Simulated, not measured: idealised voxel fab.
process module | voxel transistor to metal
cross-section cut | 175 nm wide | cells 5 nm
A cross-section is a grid of square cells, given in bands from the top down. A band is one or more rows of cells.
Each band's line starts with the height of the band's top and of its bottom, in nm. Then come its materials from left to right, each with its width in nm. One material with "throughout" fills the band from edge to edge. "air" is empty space.
Height 0 is the level under which the wafer as received is all one material. The lowest band goes on downwards, as in "0 down".
A width such as "30 to 40" changes by the same amount from each row of cells to the next, from the band's top row to its bottom row.
"no change" after a step means that no cell of the cross-section changed.
closed voids: empty space of 8 cells or more with no open way to the top, each as width x height at its distance from the left edge, in nm
after a step's settings: what the simulator itself notes on the step
overlay nm, on a step with a mask: how far to the right of its planned place the mask lay; to the left if negative
plan
1 op RECEIVE | material Si
2 op CONFORMAL_DEP | material SiO2 | thk nm 5
3 op CONFORMAL_DEP | material SiN | thk nm 10
4 op PATTERN | tone cover | mask id ACTIVE | material resist | width nm 115 | thk nm 15 | overlay nm 0
5 op DIRECTIONAL_ETCH | etch materials SiN | depth nm 10
6 op DIRECTIONAL_ETCH | etch materials SiO2 | depth nm 5
7 op DIRECTIONAL_ETCH | etch materials Si | depth nm 30
8 op STRIP | etch materials resist
9 op FILL_DEP | material SiO2 | thk nm 10
10 op CMP | height nm 15
11 op SELECTIVE_ETCH | etch materials SiO2 | depth nm 5
12 op STRIP | etch materials SiN
13 op SELECTIVE_ETCH | etch materials SiO2 | depth nm 5
14 op OXIDIZE | depth nm 5
15 op DIRECTIONAL_DEP | material polySi | thk nm 25
16 op DIRECTIONAL_DEP | material SiCN | thk nm 10
17 op DIRECTIONAL_DEP | material aC | thk nm 15
18 op PATTERN | tone cover | mask id GATE | material resist | width nm 25 | thk nm 30 | overlay nm 0
19 op DIRECTIONAL_ETCH | etch materials aC | depth nm 15
20 op STRIP | etch materials resist
21 op DIRECTIONAL_ETCH | etch materials SiCN | depth nm 20
22 op DIRECTIONAL_ETCH | etch materials polySi | depth nm 35
23 op STRIP | etch materials aC
24 op CONFORMAL_DEP | material SiO2 | thk nm 5
25 op DIRECTIONAL_ETCH | etch materials SiO2 | depth nm 5
26 op CONFORMAL_DEP | material SiN | thk nm 10
27 op DIRECTIONAL_ETCH | etch materials SiN | depth nm 10
28 op DIRECTIONAL_ETCH | etch materials SiO2 | depth nm 5
29 op EPI | material SiGe | thk nm 5
30 op FILL_DEP | material SiO2 | thk nm 5
31 op CMP | height nm 25
32 op STRIP | etch materials polySi
33 op SELECTIVE_ETCH | etch materials SiO2 | depth nm 5
34 op CONFORMAL_DEP | material HfO2 | thk nm 5
35 op CONFORMAL_DEP | material TiN | thk nm 5
36 op FILL_DEP | material W | thk nm 5
37 op CMP | height nm 20
38 op DIRECTIONAL_DEP | material SiO2 | thk nm 15
39 op DIRECTIONAL_DEP | material aC | thk nm 10
40 op PATTERN | tone open | mask id CONTACT | material resist | width nm 15 | pitch nm 80 | thk nm 25 | overlay nm 0
41 op DIRECTIONAL_ETCH | etch materials aC | depth nm 10
42 op STRIP | etch materials resist
43 op DIRECTIONAL_ETCH | etch materials SiO2 | depth nm 35
44 op STRIP | etch materials aC
45 op CONFORMAL_DEP | material TiN | thk nm 5
46 op FILL_DEP | material Ru | thk nm 5
47 op CMP | height nm 35
48 op CONFORMAL_DEP | material SiN | thk nm 5
49 op DIRECTIONAL_DEP | material SiO2 | thk nm 15
50 op MASKED_ETCH | tone open | mask id METAL_1 | width nm 15 | pitch nm 80 | etch materials SiO2 | depth nm 15 | overlay nm 0
51 op MASKED_ETCH | tone open | mask id METAL_1 | width nm 15 | pitch nm 80 | etch materials SiN | depth nm 5 | overlay nm 0
52 op CONFORMAL_DEP | material TiN | thk nm 5
53 op FILL_DEP | material Cu | thk nm 10
54 op CMP | height nm 55
55 op EPI | material Ru | thk nm 5
56 op FILL_DEP | material SiCN | thk nm 5
57 op DIRECTIONAL_DEP | material SiO2 | thk nm 30
58 op MASKED_ETCH | tone open | mask id METAL_2 | width nm 15 | pitch nm 80 | etch materials SiO2 | depth nm 20 | overlay nm 0
59 op PATTERN | tone open | mask id METAL_2_HOLES | material resist | width nm 15 | pitch nm 80 | thk nm 20 | overlay nm 0
60 op DIRECTIONAL_ETCH | etch materials SiO2 | depth nm 10
61 op DIRECTIONAL_ETCH | etch materials SiCN | depth nm 5
62 op STRIP | etch materials resist
63 op CONFORMAL_DEP | material TiN | thk nm 5
64 op FILL_DEP | material Cu | thk nm 10
65 op CMP | height nm 95
66 op CONFORMAL_DEP | material SiCN | thk nm 5
as received, after step 1
  0 down: Si throughout
  closed voids: none
a wafer at the end: this start, this plan, one mistake
  100 to 95: SiCN throughout
  95 to 85: SiO2 40 | TiN 5 | Cu 10 to 5 | TiN 5 to 10 | SiO2 60 | TiN 5 | Cu 10 to 5 | TiN 5 to 10 | SiO2 35
  85 to 65: SiO2 40 | TiN 5 | Cu 5 | TiN 5 | SiO2 65 | TiN 5 | Cu 5 | TiN 5 | SiO2 40
  65 to 60: SiCN 40 | TiN 15 | SiCN 65 | TiN 15 | SiCN 40
  60 to 55: SiCN 35 | Ru 25 | SiCN 55 | Ru 25 | SiCN 35
  55 to 40: SiO2 40 | TiN 5 | Cu 5 | TiN 5 | SiO2 65 | TiN 5 | Cu 5 | TiN 5 | SiO2 40
  40 to 35: SiN 40 | TiN 15 | SiN 65 | TiN 15 | SiN 40
  35 to 20: SiO2 40 | TiN 5 | Ru 5 | TiN 5 | SiO2 65 | TiN 5 | Ru 5 | TiN 5 | SiO2 40
  20 to 5: SiO2 40 | TiN 5 | Ru 5 | TiN 5 | SiO2 5 | SiN 10 | HfO2 5 | TiN 5 | W 15 | TiN 5 | HfO2 5 | SiN 10 | SiO2 5 | TiN 5 | Ru 5 | TiN 5 | SiO2 40
  5 to 0: SiO2 30 | SiN 10 | TiN 15 | SiO2 5 | SiN 10 | HfO2 5 | TiN 25 | HfO2 5 | SiN 10 | SiO2 5 | TiN 15 | SiN 10 | SiO2 30
  0 to -5: SiO2 40 | SiGe 20 | SiO2 10 | HfO2 35 | SiO2 10 | SiGe 20 | SiO2 40
  -5 to -30: SiO2 30 | Si 115 | SiO2 30
  -30 down: Si throughout
  closed voids: none
what went wrong: step 59 ran as: op PATTERN | tone open | mask id METAL_2_HOLES | material resist | width nm 20 | pitch nm 80 | thk nm 20 | overlay nm 0
